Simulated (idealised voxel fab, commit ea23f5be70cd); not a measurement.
The document below concerns the process module designated voxel quadruple lines.
This is section cut - it's 265 nm across, gridded in 5 nm square cells.
In what follows, cross-sections appear as grids of square cells, described through bands that run from the top down, where every band is one or more rows of cells. Look at the band entry: it leads with the top's height and the bottom's height in nm. Then it lists the materials left to right, with a width in nm for each. The word "throughout" on a single material says that material fills the band edge to edge. The word "empty" is empty space. Basically, 0 is our baseline, since under it the wafer straight out of the box is all one material. The bottom band has no lower end and keeps on going down, so it looks like "0 and below". Per-row width for "30..40": begins at first number (top row of band), ends at second number (bottom row), increment between rows held constant. For the purposes of this document, the phrase "no alterations made" attached to a step denotes that no cell within the cross-section was modified by that step. Enclosed voids (no open way to top), threshold 8 cells or more, entry "Enclosed internal cavities", notation width x height at distance, distance from left edge, nm. Text after the settings on a step's line: the simulator's own remark on that step. overlay nm: where the mask lay relative to plan, measured to the right, on steps with a mask; negatives go left.

### This section lists the process steps that were planned
step 1: RECEIVE, material Si
step 2: CONFORMAL_DEP, material SiO2, thk nm 5
step 3: DIRECTIONAL_DEP, material TiN, thk nm 10
step 4: DIRECTIONAL_DEP, material polySi, thk nm 15
step 5: DIRECTIONAL_DEP, material aC, thk nm 25
step 6: PATTERN, tone cover, mask id MANDREL, material resist, width nm 25, pitch nm 80, thk nm 30, overlay nm 0
step 7: DIRECTIONAL_ETCH, etch materials aC, depth nm 25
step 8: STRIP, etch materials resist
step 9: CONFORMAL_DEP, material SiO2, thk nm 15
step 10: DIRECTIONAL_ETCH, etch materials SiO2, depth nm 15
step 11: STRIP, etch materials aC
step 12: DIRECTIONAL_ETCH, etch materials polySi, depth nm 15
step 13: STRIP, etch materials SiO2
step 14: CONFORMAL_DEP, material SiCN, thk nm 5
step 15: DIRECTIONAL_ETCH, etch materials SiCN, depth nm 5
step 16: STRIP, etch materials polySi
step 17: DIRECTIONAL_ETCH, etch materials TiN, depth nm 10
step 18: STRIP, etch materials SiCN

### as received, after step 1
0 and below = Si throughout
Enclosed internal cavities: none

### Cross-section: first of two wafers, module finished, run according to plan
15 down to 5 = empty 60; TiN 5; empty 15; TiN 5; empty 15; TiN 5; empty 15; TiN 5; empty 15; TiN 5; empty 15; TiN 5; empty 15; TiN 5; empty 15; TiN 5; empty 60
5 down to 0 = SiO2 throughout
0 and below = Si throughout
Enclosed internal cavities: none

### Wafer two (of two), end-of-module cross-section: start = wafer one, plan = wafer one, one run mistake
15 down to 5 = empty 70; TiN 5; empty 15; TiN 5; empty 15; TiN 5; empty 15; TiN 5; empty 15; TiN 5; empty 15; TiN 5; empty 15; TiN 5; empty 15; TiN 5; empty 50
5 down to 0 = SiO2 throughout
0 and below = Si throughout
Enclosed internal cavities: none
What was the processing mistake? step 6 ran as: PATTERN, tone cover, mask id MANDREL, material resist, width nm 25, pitch nm 80, thk nm 30, overlay nm 10
Matching per-material cell counts, mismatched positions: that is how the second wafer compares with the first at the end.
